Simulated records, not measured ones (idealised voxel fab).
process module | voxel plated lines
cross-section cut | 270 nm wide | cells 5 nm
A cross-section is a grid of square cells, given in bands from the top down. A band is one or more rows of cells.
Each band's line starts with the height of the band's top and of its bottom, in nm. Then come its materials from left to right, each with its width in nm. One material with "throughout" fills the band from edge to edge. "air" is empty space.
Height 0 is the level under which the wafer as received is all one material. The lowest band goes on downwards, as in "0 down".
A width such as "30 to 40" changes by the same amount from each row of cells to the next, from the band's top row to its bottom row.
"no change" after a step means that no cell of the cross-section changed.
closed voids: empty space of 8 cells or more with no open way to the top, each as width x height at its distance from the left edge, in nm
after a step's settings: what the simulator itself notes on the step
overlay nm, on a step with a mask: how far to the right of its planned place the mask lay; to the left if negative
plan
1 op RECEIVE | material Si
2 op CONFORMAL_DEP | material SiO2 | thk nm 10
3 op DIRECTIONAL_DEP | material TiN | thk nm 5
4 op PATTERN | tone open | mask id LINES | material resist | width nm 25 | pitch nm 40 | thk nm 20 | overlay nm 0
5 op EPI | material Ru | thk nm 5
6 op STRIP | etch materials resist
7 op DIRECTIONAL_ETCH | etch materials TiN | depth nm 5
8 op CONFORMAL_DEP | material SiN | thk nm 5
as received, after step 1
  0 down: Si throughout
  closed voids: none
first wafer at the end, as planned
  25 to 20: air 75 | SiN 35 | air 5 | SiN 35 | air 5 | SiN 35 | air 80
  20 to 15: air 75 | SiN 5 | Ru 25 | SiN 5 | air 5 | SiN 5 | Ru 25 | SiN 5 | air 5 | SiN 5 | Ru 25 | SiN 5 | air 80
  15 to 10: SiN 80 | TiN 25 | SiN 15 | TiN 25 | SiN 15 | TiN 25 | SiN 85
  10 to 0: SiO2 throughout
  0 down: Si throughout
  closed voids: none
second wafer at the end: like start, like plan, one mistake
  20 to 15: SiN throughout
  15 to 5: SiO2 throughout
  5 to 0: TiN throughout
  0 down: Si throughout
  closed voids: none
what went wrong: steps 2 and 3 were swapped
at the end the second wafer has, in cells: 15 fewer of Ru | 12 fewer of SiN | 39 more of TiN
